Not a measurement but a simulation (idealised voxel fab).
This section sets out a process module, namely voxel transistor to metal.
Each square cell in cross-section cut measures 5 nm, and the section as a whole is 200 nm wide.
In this document a cross-section is written as a grid of square cells. It is given as a series of bands, listed from the top down, and a band is one or more rows of cells.
Top height, bottom height, nm. Materials left to right, width each, nm. Single material + "throughout" = fills band edge to edge. "air" = empty.
Height reference: 0 = level under which incoming wafer is all one material. Lowest band: no bottom, runs on downward, e.g. "0..down".
It should be noted that a width expressed as "30..40" varies in equal increments from row to row of cells within the band, taking the value of the first number at the top row and that of the second number at the bottom row.
The designation "remained unchanged", where it is given for a processing step, indicates that no cell of the cross-section was altered in the course of that step.
"Closed voids list" enumerates empty spaces isolated from the top, with no open way to it, that contain at least 8 cells, giving each as width x height at distance from the left edge, all three in nm.
Step line, after settings: the simulator's comment on this step.
Each step line may optionally specify "overlay nm", which for a step with a mask gives the rightward distance between the mask's planned place and where it lay, a negative value indicating the leftward direction.

Process steps (planned)
1,op RECEIVE | material Si
2,op OXIDIZE | depth nm 5
3,op CONFORMAL_DEP | material SiN | thk nm 10
4,op DIRECTIONAL_DEP | material aC | thk nm 10
5,op PATTERN | tone cover | mask id ACTIVE | material resist | width nm 115 | thk nm 30 | overlay nm 0
6,op DIRECTIONAL_ETCH | etch materials aC | depth nm 10
7,op STRIP | etch materials resist
8,op DIRECTIONAL_ETCH | etch materials SiN | depth nm 10
9,op DIRECTIONAL_ETCH | etch materials SiO2 | depth nm 5
10,op DIRECTIONAL_ETCH | etch materials Si | depth nm 20
11,op STRIP | etch materials aC
12,op OXIDIZE | depth nm 5
13,op FILL_DEP | material SiO2 | thk nm 5
14,op CMP | height nm 10
15,op SELECTIVE_ETCH | etch materials SiO2 | depth nm 5
16,op STRIP | etch materials SiN
17,op SELECTIVE_ETCH | etch materials SiO2 | depth nm 5
18,op OXIDIZE | depth nm 5
19,op DIRECTIONAL_DEP | material polySi | thk nm 25
20,op DIRECTIONAL_DEP | material SiCN | thk nm 15
21,op PATTERN | tone cover | mask id GATE | material resist | width nm 35 | thk nm 15 | overlay nm 0
22,op DIRECTIONAL_ETCH | etch materials SiCN | depth nm 25
23,op DIRECTIONAL_ETCH | etch materials polySi | depth nm 35
24,op STRIP | etch materials resist
25,op CONFORMAL_DEP | material SiN | thk nm 5
26,op DIRECTIONAL_ETCH | etch materials SiN | depth nm 5
27,op DIRECTIONAL_ETCH | etch materials SiO2 | depth nm 5
28,op DIRECTIONAL_ETCH | etch materials Si | depth nm 10
29,op EPI | material pSi | thk nm 15
30,op FILL_DEP | material SiO2 | thk nm 10
31,op CMP | height nm 20
32,op STRIP | etch materials polySi
33,op SELECTIVE_ETCH | etch materials SiO2 | depth nm 5
34,op CONFORMAL_DEP | material HfO2 | thk nm 5
35,op CONFORMAL_DEP | material TiN | thk nm 5
36,op FILL_DEP | material W | thk nm 10
37,op CMP | height nm 15
38,op DIRECTIONAL_DEP | material SiO2 | thk nm 10
39,op MASKED_ETCH | tone open | mask id CONTACT | width nm 15 | pitch nm 80 | etch materials SiO2 | depth nm 30 | overlay nm 0
40,op CONFORMAL_DEP | material TiN | thk nm 5
41,op FILL_DEP | material Ru | thk nm 10
42,op CMP | height nm 25
43,op CONFORMAL_DEP | material SiN | thk nm 5
44,op DIRECTIONAL_DEP | material SiO2 | thk nm 20
45,op MASKED_ETCH | tone open | mask id METAL_1 | width nm 15 | pitch nm 80 | etch materials SiO2 | depth nm 20 | overlay nm 0
46,op MASKED_ETCH | tone open | mask id METAL_1 | width nm 15 | pitch nm 80 | etch materials SiN | depth nm 5 | overlay nm 0
47,op CONFORMAL_DEP | material TiN | thk nm 5
48,op FILL_DEP | material Cu | thk nm 5
49,op CMP | height nm 50
50,op EPI | material Ru | thk nm 5
51,op FILL_DEP | material SiCN | thk nm 5

First of two wafers, with the run carried out as planned

Shown in cross-section is the wafer as received, that is, as it stands after step 1
* 0..down = Si throughout
* Closed voids list: none

Step 2 done - wafer cross-section
* 0..-5 = SiO2 throughout
* Everything under -5 stays put, no change at all.

Step 3 done - wafer cross-section
* 10..0 = SiN throughout
* Everything under 0 stays put, no change at all.

Step 4 done - wafer cross-section
* 20..10 = aC throughout
* Everything under 10 stays put, no change at all.

Step 5 done - wafer cross-section
* 50..20 = 40 nm air; 115 nm resist; 45 nm air
* Everything under 20 stays put, no change at all.

Step 6 done - wafer cross-section
* 40..20 = 40 nm air; 115 nm resist; 45 nm air
* 20..10 = 40 nm air; 115 nm aC; 45 nm air
* Everything under 10 stays put, no change at all.

Step 7 done - wafer cross-section
* 20..10 = 40 nm air; 115 nm aC; 45 nm air
* Everything under 10 stays put, no change at all.

Step 8 done - wafer cross-section
* 20..10 = 40 nm air; 115 nm aC; 45 nm air
* 10..0 = 40 nm air; 115 nm SiN; 45 nm air
* Everything under 0 stays put, no change at all.

Step 9 done - wafer cross-section
* 20..10 = 40 nm air; 115 nm aC; 45 nm air
* 10..0 = 40 nm air; 115 nm SiN; 45 nm air
* 0..-5 = 40 nm air; 115 nm SiO2; 45 nm air
* Everything under -5 stays put, no change at all.

Step 10 done - wafer cross-section
* 20..10 = 40 nm air; 115 nm aC; 45 nm air
* 10..0 = 40 nm air; 115 nm SiN; 45 nm air
* 0..-5 = 40 nm air; 115 nm SiO2; 45 nm air
* -5..-25 = 40 nm air; 115 nm Si; 45 nm air
* Everything under -25 stays put, no change at all.

Step 11 done - wafer cross-section
* 10..0 = 40 nm air; 115 nm SiN; 45 nm air
* Everything under 0 stays put, no change at all.

Step 12 done - wafer cross-section
* 10..0 = 40 nm air; 115 nm SiN; 45 nm air
* 0..-5 = 40 nm air; 115 nm SiO2; 45 nm air
* -5..-25 = 40 nm air; 5 nm SiO2; 105 nm Si; 5 nm SiO2; 45 nm air
* -25..-30 = 45 nm SiO2; 105 nm Si; 50 nm SiO2
* Everything under -30 stays put, no change at all.

Step 13 done - wafer cross-section
* 15..10 = SiO2 throughout
* 10..0 = 40 nm SiO2; 115 nm SiN; 45 nm SiO2
* 0..-5 = SiO2 throughout
* -5..-30 = 45 nm SiO2; 105 nm Si; 50 nm SiO2
* Everything under -30 stays put, no change at all.

Step 14 done - wafer cross-section
* 10..0 = 40 nm SiO2; 115 nm SiN; 45 nm SiO2
* Everything under 0 stays put, no change at all.

Step 15 done - wafer cross-section
* 10..5 = 40 nm air; 115 nm SiN; 45 nm air
* Everything under 5 stays put, no change at all.

Step 16 done - wafer cross-section
* 5..0 = 40 nm SiO2; 115 nm air; 45 nm SiO2
* Everything under 0 stays put, no change at all.

Step 17 done - wafer cross-section
* 0..-5 = 35 nm SiO2; 125 nm air; 40 nm SiO2
* Everything under -5 stays put, no change at all.

Step 18 done - wafer cross-section
* 0..-5 = 35 nm SiO2; 125 nm air; 40 nm SiO2
* -5..-10 = SiO2 throughout
* Everything under -10 stays put, no change at all.

Step 19 done - wafer cross-section
* 25..20 = 35 nm polySi; 125 nm air; 40 nm polySi
* 20..0 = polySi throughout
* 0..-5 = 35 nm SiO2; 125 nm polySi; 40 nm SiO2
* Everything under -5 stays put, no change at all.

Step 20 done - wafer cross-section
* 40..35 = 35 nm SiCN; 125 nm air; 40 nm SiCN
* 35..25 = SiCN throughout
* 25..20 = 35 nm polySi; 125 nm SiCN; 40 nm polySi
* Everything under 20 stays put, no change at all.

Step 21 done - wafer cross-section
* 55..40 = 80 nm air; 35 nm resist; 85 nm air
* 40..35 = 35 nm SiCN; 45 nm air; 35 nm resist; 45 nm air; 40 nm SiCN
* Everything under 35 stays put, no change at all.

Step 22 done - wafer cross-section
* 55..35 = 80 nm air; 35 nm resist; 85 nm air
* 35..25 = 80 nm air; 35 nm SiCN; 85 nm air
* 25..20 = 35 nm polySi; 45 nm air; 35 nm SiCN; 45 nm air; 40 nm polySi
* Everything under 20 stays put, no change at all.

Step 23 done - wafer cross-section
* 55..35 = 80 nm air; 35 nm resist; 85 nm air
* 35..20 = 80 nm air; 35 nm SiCN; 85 nm air
* 20..0 = 80 nm air; 35 nm polySi; 85 nm air
* 0..-5 = 35 nm SiO2; 45 nm air; 35 nm polySi; 45 nm air; 40 nm SiO2
* Everything under -5 stays put, no change at all.

Step 24 done - wafer cross-section
* 35..20 = 80 nm air; 35 nm SiCN; 85 nm air
* Everything under 20 stays put, no change at all.

Step 25 done - wafer cross-section
* 40..35 = 75 nm air; 45 nm SiN; 80 nm air
* 35..20 = 75 nm air; 5 nm SiN; 35 nm SiCN; 5 nm SiN; 80 nm air
* 20..5 = 75 nm air; 5 nm SiN; 35 nm polySi; 5 nm SiN; 80 nm air
* 5..0 = 40 nm SiN; 35 nm air; 5 nm SiN; 35 nm polySi; 5 nm SiN; 35 nm air; 45 nm SiN
* 0..-5 = 35 nm SiO2; 45 nm SiN; 35 nm polySi; 45 nm SiN; 40 nm SiO2
* Everything under -5 stays put, no change at all.

Step 26 done - wafer cross-section
* 35..20 = 75 nm air; 5 nm SiN; 35 nm SiCN; 5 nm SiN; 80 nm air
* 20..0 = 75 nm air; 5 nm SiN; 35 nm polySi; 5 nm SiN; 80 nm air
* 0..-5 = 35 nm SiO2; 5 nm SiN; 35 nm air; 5 nm SiN; 35 nm polySi; 5 nm SiN; 35 nm air; 5 nm SiN; 40 nm SiO2
* Everything under -5 stays put, no change at all.

Step 27 done - wafer cross-section
* 35..20 = 75 nm air; 5 nm SiN; 35 nm SiCN; 5 nm SiN; 80 nm air
* 20..0 = 75 nm air; 5 nm SiN; 35 nm polySi; 5 nm SiN; 80 nm air
* 0..-5 = 35 nm air; 5 nm SiN; 35 nm air; 5 nm SiN; 35 nm polySi; 5 nm SiN; 35 nm air; 5 nm SiN; 40 nm air
* -5..-10 = 40 nm SiO2; 35 nm air; 45 nm SiO2; 35 nm air; 45 nm SiO2
* Everything under -10 stays put, no change at all.

Step 28 done - wafer cross-section
* 35..20 = 75 nm air; 5 nm SiN; 35 nm SiCN; 5 nm SiN; 80 nm air
* 20..0 = 75 nm air; 5 nm SiN; 35 nm polySi; 5 nm SiN; 80 nm air
* 0..-5 = 35 nm air; 5 nm SiN; 35 nm air; 5 nm SiN; 35 nm polySi; 5 nm SiN; 35 nm air; 5 nm SiN; 40 nm air
* -5..-10 = 40 nm SiO2; 35 nm air; 45 nm SiO2; 35 nm air; 45 nm SiO2
* -10..-20 = 45 nm SiO2; 30 nm air; 45 nm Si; 30 nm air; 50 nm SiO2
* Everything under -20 stays put, no change at all.

Step 29 done - wafer cross-section
* 35..20 = 75 nm air; 5 nm SiN; 35 nm SiCN; 5 nm SiN; 80 nm air
* 20..5 = 75 nm air; 5 nm SiN; 35 nm polySi; 5 nm SiN; 80 nm air
* 5..0 = 60 nm air; 15 nm pSi; 5 nm SiN; 35 nm polySi; 5 nm SiN; 15 nm pSi; 65 nm air
* 0..-5 = 35 nm air; 5 nm SiN; 20 nm air; 15 nm pSi; 5 nm SiN; 35 nm polySi; 5 nm SiN; 15 nm pSi; 20 nm air; 5 nm SiN; 40 nm air
* -5..-10 = 40 nm SiO2; 35 nm pSi; 45 nm SiO2; 35 nm pSi; 45 nm SiO2
* -10..-20 = 45 nm SiO2; 30 nm pSi; 45 nm Si; 30 nm pSi; 50 nm SiO2
* Everything under -20 stays put, no change at all.

Step 30 done - wafer cross-section
* 45..35 = SiO2 throughout
* 35..20 = 75 nm SiO2; 5 nm SiN; 35 nm SiCN; 5 nm SiN; 80 nm SiO2
* 20..5 = 75 nm SiO2; 5 nm SiN; 35 nm polySi; 5 nm SiN; 80 nm SiO2
* 5..0 = 60 nm SiO2; 15 nm pSi; 5 nm SiN; 35 nm polySi; 5 nm SiN; 15 nm pSi; 65 nm SiO2
* 0..-5 = 35 nm SiO2; 5 nm SiN; 20 nm SiO2; 15 nm pSi; 5 nm SiN; 35 nm polySi; 5 nm SiN; 15 nm pSi; 20 nm SiO2; 5 nm SiN; 40 nm SiO2
* Everything under -5 stays put, no change at all.

Step 31 done - wafer cross-section
* 20..5 = 75 nm SiO2; 5 nm SiN; 35 nm polySi; 5 nm SiN; 80 nm SiO2
* Everything under 5 stays put, no change at all.

Step 32 done - wafer cross-section
* 20..5 = 75 nm SiO2; 5 nm SiN; 35 nm air; 5 nm SiN; 80 nm SiO2
* 5..0 = 60 nm SiO2; 15 nm pSi; 5 nm SiN; 35 nm air; 5 nm SiN; 15 nm pSi; 65 nm SiO2
* 0..-5 = 35 nm SiO2; 5 nm SiN; 20 nm SiO2; 15 nm pSi; 5 nm SiN; 35 nm air; 5 nm SiN; 15 nm pSi; 20 nm SiO2; 5 nm SiN; 40 nm SiO2
* Everything under -5 stays put, no change at all.

Step 33 done - wafer cross-section
* 20..15 = 75 nm air; 5 nm SiN; 35 nm air; 5 nm SiN; 80 nm air
* 15..5 = 75 nm SiO2; 5 nm SiN; 35 nm air; 5 nm SiN; 80 nm SiO2
* 5..0 = 60 nm SiO2; 15 nm pSi; 5 nm SiN; 35 nm air; 5 nm SiN; 15 nm pSi; 65 nm SiO2
* 0..-5 = 35 nm SiO2; 5 nm SiN; 20 nm SiO2; 15 nm pSi; 5 nm SiN; 35 nm air; 5 nm SiN; 15 nm pSi; 20 nm SiO2; 5 nm SiN; 40 nm SiO2
* -5..-10 = 40 nm SiO2; 35 nm pSi; 45 nm air; 35 nm pSi; 45 nm SiO2
* Everything under -10 stays put, no change at all.

Step 34 done - wafer cross-section
* 25..20 = 70 nm air; 15 nm HfO2; 25 nm air; 15 nm HfO2; 75 nm air
* 20..15 = 75 nm HfO2; 5 nm SiN; 5 nm HfO2; 25 nm air; 5 nm HfO2; 5 nm SiN; 80 nm HfO2
* 15..5 = 75 nm SiO2; 5 nm SiN; 5 nm HfO2; 25 nm air; 5 nm HfO2; 5 nm SiN; 80 nm SiO2
* 5..0 = 60 nm SiO2; 15 nm pSi; 5 nm SiN; 5 nm HfO2; 25 nm air; 5 nm HfO2; 5 nm SiN; 15 nm pSi; 65 nm SiO2
* 0..-5 = 35 nm SiO2; 5 nm SiN; 20 nm SiO2; 15 nm pSi; 5 nm SiN; 5 nm HfO2; 25 nm air; 5 nm HfO2; 5 nm SiN; 15 nm pSi; 20 nm SiO2; 5 nm SiN; 40 nm SiO2
* -5..-10 = 40 nm SiO2; 35 nm pSi; 45 nm HfO2; 35 nm pSi; 45 nm SiO2
* Everything under -10 stays put, no change at all.

Step 35 done - wafer cross-section
* 30..25 = 65 nm air; 25 nm TiN; 15 nm air; 25 nm TiN; 70 nm air
* 25..20 = 70 nm TiN; 15 nm HfO2; 5 nm TiN; 15 nm air; 5 nm TiN; 15 nm HfO2; 75 nm TiN
* 20..15 = 75 nm HfO2; 5 nm SiN; 5 nm HfO2; 5 nm TiN; 15 nm air; 5 nm TiN; 5 nm HfO2; 5 nm SiN; 80 nm HfO2
* 15..5 = 75 nm SiO2; 5 nm SiN; 5 nm HfO2; 5 nm TiN; 15 nm air; 5 nm TiN; 5 nm HfO2; 5 nm SiN; 80 nm SiO2
* 5..0 = 60 nm SiO2; 15 nm pSi; 5 nm SiN; 5 nm HfO2; 5 nm TiN; 15 nm air; 5 nm TiN; 5 nm HfO2; 5 nm SiN; 15 nm pSi; 65 nm SiO2
* 0..-5 = 35 nm SiO2; 5 nm SiN; 20 nm SiO2; 15 nm pSi; 5 nm SiN; 5 nm HfO2; 25 nm TiN; 5 nm HfO2; 5 nm SiN; 15 nm pSi; 20 nm SiO2; 5 nm SiN; 40 nm SiO2
* Everything under -5 stays put, no change at all.

Step 36 done - wafer cross-section
* 40..30 = W throughout
* 30..25 = 65 nm W; 25 nm TiN; 15 nm W; 25 nm TiN; 70 nm W
* 25..20 = 70 nm TiN; 15 nm HfO2; 5 nm TiN; 15 nm W; 5 nm TiN; 15 nm HfO2; 75 nm TiN
* 20..15 = 75 nm HfO2; 5 nm SiN; 5 nm HfO2; 5 nm TiN; 15 nm W; 5 nm TiN; 5 nm HfO2; 5 nm SiN; 80 nm HfO2
* 15..5 = 75 nm SiO2; 5 nm SiN; 5 nm HfO2; 5 nm TiN; 15 nm W; 5 nm TiN; 5 nm HfO2; 5 nm SiN; 80 nm SiO2
* 5..0 = 60 nm SiO2; 15 nm pSi; 5 nm SiN; 5 nm HfO2; 5 nm TiN; 15 nm W; 5 nm TiN; 5 nm HfO2; 5 nm SiN; 15 nm pSi; 65 nm SiO2
* Everything under 0 stays put, no change at all.

Step 37 done - wafer cross-section
* 15..5 = 75 nm SiO2; 5 nm SiN; 5 nm HfO2; 5 nm TiN; 15 nm W; 5 nm TiN; 5 nm HfO2; 5 nm SiN; 80 nm SiO2
* Everything under 5 stays put, no change at all.

Step 38 done - wafer cross-section
* 25..15 = SiO2 throughout
* Everything under 15 stays put, no change at all.

Step 39 done - wafer cross-section
* 25..15 = 50 nm SiO2; 15 nm air; 65 nm SiO2; 15 nm air; 55 nm SiO2
* 15..5 = 50 nm SiO2; 15 nm air; 10 nm SiO2; 5 nm SiN; 5 nm HfO2; 5 nm TiN; 15 nm W; 5 nm TiN; 5 nm HfO2; 5 nm SiN; 10 nm SiO2; 15 nm air; 55 nm SiO2
* 5..0 = 50 nm SiO2; 10 nm air; 15 nm pSi; 5 nm SiN; 5 nm HfO2; 5 nm TiN; 15 nm W; 5 nm TiN; 5 nm HfO2; 5 nm SiN; 15 nm pSi; 10 nm air; 55 nm SiO2
* 0..-5 = 35 nm SiO2; 5 nm SiN; 10 nm SiO2; 10 nm air; 15 nm pSi; 5 nm SiN; 5 nm HfO2; 25 nm TiN; 5 nm HfO2; 5 nm SiN; 15 nm pSi; 10 nm air; 10 nm SiO2; 5 nm SiN; 40 nm SiO2
* Everything under -5 stays put, no change at all.

Step 40 done - wafer cross-section
* 30..25 = 55 nm TiN; 5 nm air; 75 nm TiN; 5 nm air; 60 nm TiN
* 25..15 = 50 nm SiO2; 5 nm TiN; 5 nm air; 5 nm TiN; 65 nm SiO2; 5 nm TiN; 5 nm air; 5 nm TiN; 55 nm SiO2
* 15..10 = 50 nm SiO2; 5 nm TiN; 5 nm air; 5 nm TiN; 10 nm SiO2; 5 nm SiN; 5 nm HfO2; 5 nm TiN; 15 nm W; 5 nm TiN; 5 nm HfO2; 5 nm SiN; 10 nm SiO2; 5 nm TiN; 5 nm air; 5 nm TiN; 55 nm SiO2
* 10..5 = 50 nm SiO2; 15 nm TiN; 10 nm SiO2; 5 nm SiN; 5 nm HfO2; 5 nm TiN; 15 nm W; 5 nm TiN; 5 nm HfO2; 5 nm SiN; 10 nm SiO2; 15 nm TiN; 55 nm SiO2
* 5..0 = 50 nm SiO2; 10 nm TiN; 15 nm pSi; 5 nm SiN; 5 nm HfO2; 5 nm TiN; 15 nm W; 5 nm TiN; 5 nm HfO2; 5 nm SiN; 15 nm pSi; 10 nm TiN; 55 nm SiO2
* 0..-5 = 35 nm SiO2; 5 nm SiN; 10 nm SiO2; 10 nm TiN; 15 nm pSi; 5 nm SiN; 5 nm HfO2; 25 nm TiN; 5 nm HfO2; 5 nm SiN; 15 nm pSi; 10 nm TiN; 10 nm SiO2; 5 nm SiN; 40 nm SiO2
* Everything under -5 stays put, no change at all.

Step 41 done - wafer cross-section
* 40..30 = Ru throughout
* 30..25 = 55 nm TiN; 5 nm Ru; 75 nm TiN; 5 nm Ru; 60 nm TiN
* 25..15 = 50 nm SiO2; 5 nm TiN; 5 nm Ru; 5 nm TiN; 65 nm SiO2; 5 nm TiN; 5 nm Ru; 5 nm TiN; 55 nm SiO2
* 15..10 = 50 nm SiO2; 5 nm TiN; 5 nm Ru; 5 nm TiN; 10 nm SiO2; 5 nm SiN; 5 nm HfO2; 5 nm TiN; 15 nm W; 5 nm TiN; 5 nm HfO2; 5 nm SiN; 10 nm SiO2; 5 nm TiN; 5 nm Ru; 5 nm TiN; 55 nm SiO2
* Everything under 10 stays put, no change at all.

Step 42 done - wafer cross-section
* 25..15 = 50 nm SiO2; 5 nm TiN; 5 nm Ru; 5 nm TiN; 65 nm SiO2; 5 nm TiN; 5 nm Ru; 5 nm TiN; 55 nm SiO2
* Everything under 15 stays put, no change at all.

Step 43 done - wafer cross-section
* 30..25 = SiN throughout
* Everything under 25 stays put, no change at all.

Step 44 done - wafer cross-section
* 50..30 = SiO2 throughout
* Everything under 30 stays put, no change at all.

Step 45 done - wafer cross-section
* 50..30 = 50 nm SiO2; 15 nm air; 65 nm SiO2; 15 nm air; 55 nm SiO2
* Everything under 30 stays put, no change at all.

Step 46 done - wafer cross-section
* 50..30 = 50 nm SiO2; 15 nm air; 65 nm SiO2; 15 nm air; 55 nm SiO2
* 30..25 = 50 nm SiN; 15 nm air; 65 nm SiN; 15 nm air; 55 nm SiN
* Everything under 25 stays put, no change at all.

Step 47 done - wafer cross-section
* 55..50 = 55 nm TiN; 5 nm air; 75 nm TiN; 5 nm air; 60 nm TiN
* 50..30 = 50 nm SiO2; 5 nm TiN; 5 nm air; 5 nm TiN; 65 nm SiO2; 5 nm TiN; 5 nm air; 5 nm TiN; 55 nm SiO2
* 30..25 = 50 nm SiN; 15 nm TiN; 65 nm SiN; 15 nm TiN; 55 nm SiN
* Everything under 25 stays put, no change at all.

Step 48 done - wafer cross-section
* 60..55 = Cu throughout
* 55..50 = 55 nm TiN; 5 nm Cu; 75 nm TiN; 5 nm Cu; 60 nm TiN
* 50..30 = 50 nm SiO2; 5 nm TiN; 5 nm Cu; 5 nm TiN; 65 nm SiO2; 5 nm TiN; 5 nm Cu; 5 nm TiN; 55 nm SiO2
* Everything under 30 stays put, no change at all.

Step 49 done - wafer cross-section
* 50..30 = 50 nm SiO2; 5 nm TiN; 5 nm Cu; 5 nm TiN; 65 nm SiO2; 5 nm TiN; 5 nm Cu; 5 nm TiN; 55 nm SiO2
* Everything under 30 stays put, no change at all.

Step 50 done - wafer cross-section
* 55..50 = 45 nm air; 25 nm Ru; 55 nm air; 25 nm Ru; 50 nm air
* Everything under 50 stays put, no change at all.

Step 51 done - wafer cross-section
* 60..55 = SiCN throughout
* 55..50 = 45 nm SiCN; 25 nm Ru; 55 nm SiCN; 25 nm Ru; 50 nm SiCN
* Everything under 50 stays put, no change at all.

Wafer two. Same start, same plan, one slip in execution. Same as wafer one through step 48, inclusive

The second wafer cut through, at the time step 49 was supposed to be finished
* 55..50 = 55 nm TiN; 5 nm Cu; 75 nm TiN; 5 nm Cu; 60 nm TiN
* Everything under 50 stays put, no change at all.

The second wafer cut through, at the time step 50 was supposed to be finished
* 60..55 = Ru throughout
* Everything under 55 stays put, no change at all.

The second wafer cut through, at the time step 51 was supposed to be finished
* 65..60 = SiCN throughout
* Everything under 60 stays put, no change at all.
Here's what went sideways: step 49: run off-plan, actual operation and settings op CMP | height nm 55
It is noted that, at the conclusion of processing, the second wafer exhibits a higher or lower cell count for certain materials relative to the first: Cu +2; Ru +30; SiCN -30; TiN +38
